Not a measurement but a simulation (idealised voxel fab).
process module | voxel fin reveal
cross-section cut | 215 nm wide | cells 5 nm
A cross-section is a grid of square cells, given in bands from the top down. A band is one or more rows of cells.
Each band's line starts with the height of the band's top and of its bottom, in nm. Then come its materials from left to right, each with its width in nm. One material with "throughout" fills the band from edge to edge. "air" is empty space.
Height 0 is the level under which the wafer as received is all one material. The lowest band goes on downwards, as in "0 down".
A width such as "30 to 40" changes by the same amount from each row of cells to the next, from the band's top row to its bottom row.
"no change" after a step means that no cell of the cross-section changed.
closed voids: empty space of 8 cells or more with no open way to the top, each as width x height at its distance from the left edge, in nm
after a step's settings: what the simulator itself notes on the step
overlay nm, on a step with a mask: how far to the right of its planned place the mask lay; to the left if negative
plan
1 op RECEIVE | material Si
2 op CONFORMAL_DEP | material SiN | thk nm 5
3 op PATTERN | tone cover | mask id FINS | material resist | width nm 15 | pitch nm 40 | thk nm 15 | overlay nm 0
4 op DIRECTIONAL_ETCH | etch materials SiN | depth nm 5
5 op DIRECTIONAL_ETCH | etch materials Si | depth nm 40
6 op STRIP | etch materials resist
7 op FILL_DEP | material SiO2 | thk nm 15
8 op CMP | height nm 5
9 op SELECTIVE_ETCH | etch materials SiO2 | depth nm 15
10 op STRIP | etch materials SiN
varied across the wafers: width nm of step 3. The plan shows the first wafer's value. All wafers start alike
first wafer as received, after step 1
  0 down: Si throughout
  closed voids: none
first wafer at the end, after step 10
  0 to -10: air 60 | Si 15 | air 25 | Si 15 | air 25 | Si 15 | air 60
  -10 to -40: SiO2 60 | Si 15 | SiO2 25 | Si 15 | SiO2 25 | Si 15 | SiO2 60
  -40 down: Si throughout
  closed voids: none
last wafer at the end
  0 to -10: air 55 | Si 25 | air 15 | Si 25 | air 15 | Si 25 | air 55
  -10 to -40: SiO2 55 | Si 25 | SiO2 15 | Si 25 | SiO2 15 | Si 25 | SiO2 55
  -40 down: Si throughout
  closed voids: none
each wafer at the end: cells of each material gained (+) or lost (-) since it was received, then its closed voids
width nm 15 | -272 Si | +204 SiO2 | closed voids: none
width nm 20 | -248 Si | +186 SiO2 | closed voids: none
width nm 25 | -224 Si | +168 SiO2 | closed voids: none
